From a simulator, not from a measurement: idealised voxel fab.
Process module in this document: voxel self aligned contacts
Section shown: cut. Width: 205 nm. Cell size: 5 nm, square.
Cross-section, as written here: a square-cell grid given band by band from the top down, where a band holds one or more rows of cells.
The entry gives the band's vertical extent as a top height and a bottom height in nm, then its horizontal make-up as materials from left to right, each with a width in nm. "blank" stands for empty space; a single material marked "throughout" fills the band edge to edge.
Heights are measured from 0, the level below which the as-received wafer is all one material; the lowest band has no bottom and continues downward, written as in "0 nm and below".
When a width is written as two numbers, as in "30 to 40", the first number is the width in the top row of cells of the band and the second is the width in its bottom row, and the width changes by the same amount from each row to the next.
Given "stayed the same" for a step, no cell of the cross-section differs between before and after that step.
The list in "Enclosed internal voids" covers empty spaces of 8 cells or more that cannot reach the top through any open way, and it gives each as width x height at distance; the distance is from the left edge, and width, height and distance are in nm.
What comes after the settings on a step's line is commentary from the simulator itself on that step.
The "overlay nm" setting may appear on a step's line; for a step that uses a mask, it gives how far to the right of its planned position the mask lay, and a negative value indicates the left.
-- Planned process steps
1,RECEIVE with material Si
2,OXIDIZE with depth nm 5
3,DIRECTIONAL_DEP with material polySi, thk nm 20
4,DIRECTIONAL_DEP with material SiN, thk nm 20
5,PATTERN with tone cover, mask id GATE, material resist, width nm 35, pitch nm 65, thk nm 20, overlay nm 0
6,DIRECTIONAL_ETCH with etch materials SiN, depth nm 20
7,DIRECTIONAL_ETCH with etch materials polySi, depth nm 20
8,STRIP with etch materials resist
9,CONFORMAL_DEP with material SiN, thk nm 5
10,DIRECTIONAL_ETCH with etch materials SiN, depth nm 5
11,FILL_DEP with material SiO2, thk nm 15
12,CMP with height nm 50
13,PATTERN with tone open, mask id CONTACT, material resist, width nm 40, pitch nm 65, thk nm 15, overlay nm 0
14,DIRECTIONAL_ETCH with etch materials SiO2, depth nm 55
15,STRIP with etch materials resist
16,CONFORMAL_DEP with material TiN, thk nm 5
17,FILL_DEP with material W, thk nm 5
18,CMP with height nm 50
19,CONFORMAL_DEP with material SiN, thk nm 5
-- Cross-section of the wafer upon arrival, representing the state reached after step 1
  0 nm and below | Si throughout
  Enclosed internal voids: none
-- Final cross-section, module run with one mistake (start and plan as above)
  55 nm to 50 nm | SiN throughout
  50 nm to 40 nm | SiO2 50 | TiN 5 | W 30 | TiN 5 | SiO2 25 | TiN 5 | W 30 | TiN 5 | SiO2 50
  40 nm to 35 nm | SiO2 50 | TiN 10 | W 20 | TiN 10 | SiO2 25 | TiN 10 | W 20 | TiN 10 | SiO2 50
  35 nm to 20 nm | SiO2 20 | SiN 35 | TiN 5 | W 20 | TiN 5 | SiN 35 | TiN 5 | W 20 | TiN 5 | SiN 35 | SiO2 20
  20 nm to 0 nm | SiO2 20 | polySi 35 | TiN 5 | W 20 | TiN 5 | polySi 35 | TiN 5 | W 20 | TiN 5 | polySi 35 | SiO2 20
  0 nm to -5 nm | SiO2 55 | TiN 30 | SiO2 35 | TiN 30 | SiO2 55
  -5 nm and below | Si throughout
  Enclosed internal voids: none
The plan and the run diverged here: step 9 of the plan: omitted, not performed
